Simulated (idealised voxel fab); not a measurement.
The name of this process module is voxel air gaps.
Cross-section cut: width 170 nm, square cells of 5 nm.
A cross-section in this document is a grid of square cells, and it is written down as bands, the top band listed before the ones below it; a band is made up of one or more rows of cells. The band entry comprises the height of the band's top followed by the height of its bottom, expressed in nm, and subsequently the band's materials from left to right, each stated together with its width in nm. Where a single material is marked with the word "throughout", that material fills the band from edge to edge. The word "air" represents empty space. It should be noted that heights are counted from 0, beneath which the wafer as supplied is of one material throughout, and that the lowest band possesses no lower boundary but continues downward, as written in "0 -> down". Width "30..40": first value at the band's top row of cells, second value at its bottom row, equal change from row to row. "nothing changed" after a step means that no cell of the cross-section changed. You'll see "Voids lacking openings" listing empty spaces that have no way open to the top, as long as they're 8 cells or more; the notation is width x height at distance, where the distance is from the left edge, and all of it is in nm. Whatever follows a step's settings on its line is a remark the simulator itself makes about that step. overlay nm: how far to the right of its planned place the mask lay on this masked step (negative: to the left).
### The process steps that were planned are listed below
| 1 | op RECEIVE | material Si |
| 2 | op CONFORMAL_DEP | material SiO2 | thk nm 10 |
| 3 | op CONFORMAL_DEP | material SiN | thk nm 5 |
| 4 | op DIRECTIONAL_DEP | material SiO2 | thk nm 40 |
| 5 | op PATTERN | tone open | mask id LINES | material resist | width nm 25 | pitch nm 50 | thk nm 20 | overlay nm 0 |
| 6 | op DIRECTIONAL_ETCH | etch materials SiO2 | depth nm 40 |
| 7 | op STRIP | etch materials resist |
| 8 | op CONFORMAL_DEP | material TiN | thk nm 5 |
| 9 | op FILL_DEP | material Cu | thk nm 5 |
| 10 | op CMP | height nm 55 |
| 11 | op EPI | material Ru | thk nm 10 |
| 12 | op SELECTIVE_ETCH | etch materials SiO2 | depth nm 50 |
| 13 | op CONFORMAL_DEP | material SiN | thk nm 5 |
### First of two wafers: run as planned
### Received-state cross-section, reflecting completion of step 1
  0 -> down: Si throughout
  Voids lacking openings: none
### The wafer, seen in cross-section, after step 2
  10 -> 0: SiO2 throughout
  Anything lower than 0 is untouched.
### The wafer, seen in cross-section, after step 3
  15 -> 10: SiN throughout
  Anything lower than 10 is untouched.
### The wafer, seen in cross-section, after step 4
  55 -> 15: SiO2 throughout
  Anything lower than 15 is untouched.
### The wafer, seen in cross-section, after step 5
  75 -> 55: 20 of resist; 25 of air; 25 of resist; 25 of air; 25 of resist; 25 of air; 25 of resist
  Anything lower than 55 is untouched.
### The wafer, seen in cross-section, after step 6
  75 -> 55: 20 of resist; 25 of air; 25 of resist; 25 of air; 25 of resist; 25 of air; 25 of resist
  55 -> 15: 20 of SiO2; 25 of air; 25 of SiO2; 25 of air; 25 of SiO2; 25 of air; 25 of SiO2
  Anything lower than 15 is untouched.
### The wafer, seen in cross-section, after step 7
  55 -> 15: 20 of SiO2; 25 of air; 25 of SiO2; 25 of air; 25 of SiO2; 25 of air; 25 of SiO2
  Anything lower than 15 is untouched.
### The wafer, seen in cross-section, after step 8
  60 -> 55: 25 of TiN; 15 of air; 35 of TiN; 15 of air; 35 of TiN; 15 of air; 30 of TiN
  55 -> 20: 20 of SiO2; 5 of TiN; 15 of air; 5 of TiN; 25 of SiO2; 5 of TiN; 15 of air; 5 of TiN; 25 of SiO2; 5 of TiN; 15 of air; 5 of TiN; 25 of SiO2
  20 -> 15: 20 of SiO2; 25 of TiN; 25 of SiO2; 25 of TiN; 25 of SiO2; 25 of TiN; 25 of SiO2
  Anything lower than 15 is untouched.
### The wafer, seen in cross-section, after step 9
  65 -> 60: Cu throughout
  60 -> 55: 25 of TiN; 15 of Cu; 35 of TiN; 15 of Cu; 35 of TiN; 15 of Cu; 30 of TiN
  55 -> 20: 20 of SiO2; 5 of TiN; 15 of Cu; 5 of TiN; 25 of SiO2; 5 of TiN; 15 of Cu; 5 of TiN; 25 of SiO2; 5 of TiN; 15 of Cu; 5 of TiN; 25 of SiO2
  Anything lower than 20 is untouched.
### The wafer, seen in cross-section, after step 10
  55 -> 20: 20 of SiO2; 5 of TiN; 15 of Cu; 5 of TiN; 25 of SiO2; 5 of TiN; 15 of Cu; 5 of TiN; 25 of SiO2; 5 of TiN; 15 of Cu; 5 of TiN; 25 of SiO2
  Anything lower than 20 is untouched.
### The wafer, seen in cross-section, after step 11
  65 -> 55: 10 of air; 45 of Ru; 5 of air; 45 of Ru; 5 of air; 45 of Ru; 15 of air
  Anything lower than 55 is untouched.
### The wafer, seen in cross-section, after step 12
  65 -> 55: 10 of air; 45 of Ru; 5 of air; 45 of Ru; 5 of air; 45 of Ru; 15 of air
  55 -> 20: 20 of air; 5 of TiN; 15 of Cu; 5 of TiN; 25 of air; 5 of TiN; 15 of Cu; 5 of TiN; 25 of air; 5 of TiN; 15 of Cu; 5 of TiN; 25 of air
  20 -> 15: 20 of air; 25 of TiN; 25 of air; 25 of TiN; 25 of air; 25 of TiN; 25 of air
  Anything lower than 15 is untouched.
### The wafer, seen in cross-section, after step 13
  70 -> 65: 5 of air; 155 of SiN; 10 of air
  65 -> 55: 5 of air; 5 of SiN; 45 of Ru; 5 of SiN; 45 of Ru; 5 of SiN; 45 of Ru; 5 of SiN; 10 of air
  55 -> 50: 5 of air; 15 of SiN; 5 of TiN; 15 of Cu; 5 of TiN; 25 of SiN; 5 of TiN; 15 of Cu; 5 of TiN; 25 of SiN; 5 of TiN; 15 of Cu; 5 of TiN; 15 of SiN; 10 of air
  50 -> 20: 15 of air; 5 of SiN; 5 of TiN; 15 of Cu; 5 of TiN; 5 of SiN; 15 of air; 5 of SiN; 5 of TiN; 15 of Cu; 5 of TiN; 5 of SiN; 15 of air; 5 of SiN; 5 of TiN; 15 of Cu; 5 of TiN; 5 of SiN; 20 of air
  20 -> 15: 20 of SiN; 25 of TiN; 25 of SiN; 25 of TiN; 25 of SiN; 25 of TiN; 25 of SiN
  Anything lower than 15 is untouched.
  Voids lacking openings: 15 x 30 at 50; 15 x 30 at 100
### Companion wafer, the second of two: same beginning, same intended sequence, one mistake in carrying it out; through step 9 inclusive it tracks the first exactly
### Cross-sectional view of the second wafer at the intended end time of process step 10
  60 -> 55: 25 of TiN; 15 of Cu; 35 of TiN; 15 of Cu; 35 of TiN; 15 of Cu; 30 of TiN
  Anything lower than 55 is untouched.
### Cross-sectional view of the second wafer at the intended end time of process step 11
  70 -> 60: Ru throughout
  Anything lower than 60 is untouched.
Cross-sectional view of the second wafer at the intended end time of process step 12: nothing changed
### Cross-sectional view of the second wafer at the intended end time of process step 13
  75 -> 70: SiN throughout
  Anything lower than 70 is untouched.
Short version of what went wrong: heads up, step 10 didn't go per plan, it actually ran as op CMP | height nm 60
at the end the second wafer has, in cells: +9 Cu | +14 Ru | -76 SiN | +152 SiO2 | +25 TiN
Final observation: first wafer, 2 closed voids; second wafer, 0 closed voids.
